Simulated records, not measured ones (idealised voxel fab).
process module | voxel plated lines
cross-section cut | 235 nm wide | cells 5 nm
A cross-section is a grid of square cells, given in bands from the top down. A band is one or more rows of cells.
Each band's line starts with the height of the band's top and of its bottom, in nm. Then come its materials from left to right, each with its width in nm. One material with "throughout" fills the band from edge to edge. "air" is empty space.
Height 0 is the level under which the wafer as received is all one material. The lowest band goes on downwards, as in "0 down".
A width such as "30 to 40" changes by the same amount from each row of cells to the next, from the band's top row to its bottom row.
"no change" after a step means that no cell of the cross-section changed.
closed voids: empty space of 8 cells or more with no open way to the top, each as width x height at its distance from the left edge, in nm
after a step's settings: what the simulator itself notes on the step
overlay nm, on a step with a mask: how far to the right of its planned place the mask lay; to the left if negative
plan
1 op RECEIVE | material Si
2 op CONFORMAL_DEP | material SiO2 | thk nm 15
3 op DIRECTIONAL_DEP | material TiN | thk nm 5
4 op PATTERN | tone open | mask id LINES | material resist | width nm 15 | pitch nm 35 | thk nm 35 | overlay nm 0
5 op EPI | material Ru | thk nm 5
6 op EPI | material Ru | thk nm 10
7 op EPI | material Ru | thk nm 5
8 op STRIP | etch materials resist
9 op DIRECTIONAL_ETCH | etch materials TiN | depth nm 5
10 op CONFORMAL_DEP | material SiN | thk nm 5
as received, after step 1
  0 down: Si throughout
  closed voids: none
first wafer at the end, as planned
  45 to 40: air 85 | SiN 25 | air 10 | SiN 25 | air 90
  40 to 20: air 85 | SiN 5 | Ru 15 | SiN 5 | air 10 | SiN 5 | Ru 15 | SiN 5 | air 90
  20 to 15: SiN 90 | TiN 15 | SiN 20 | TiN 15 | SiN 95
  15 to 0: SiO2 throughout
  0 down: Si throughout
  closed voids: none
second wafer at the end: like start, like plan, one mistake
  45 to 40: SiN 95 | air 5 | SiN 30 | air 5 | SiN 100
  40 to 20: Ru 90 | SiN 5 | air 5 | SiN 5 | Ru 20 | SiN 5 | air 5 | SiN 5 | Ru 95
  20 to 15: TiN 90 | SiN 15 | TiN 20 | SiN 15 | TiN 95
  15 to 0: SiO2 throughout
  0 down: Si throughout
  closed voids: none
what went wrong: step 4 ran as: op PATTERN | tone cover | mask id LINES | material resist | width nm 15 | pitch nm 35 | thk nm 35 | overlay nm 0
at the end the second wafer has, in cells: 140 more of Ru | 35 more of TiN
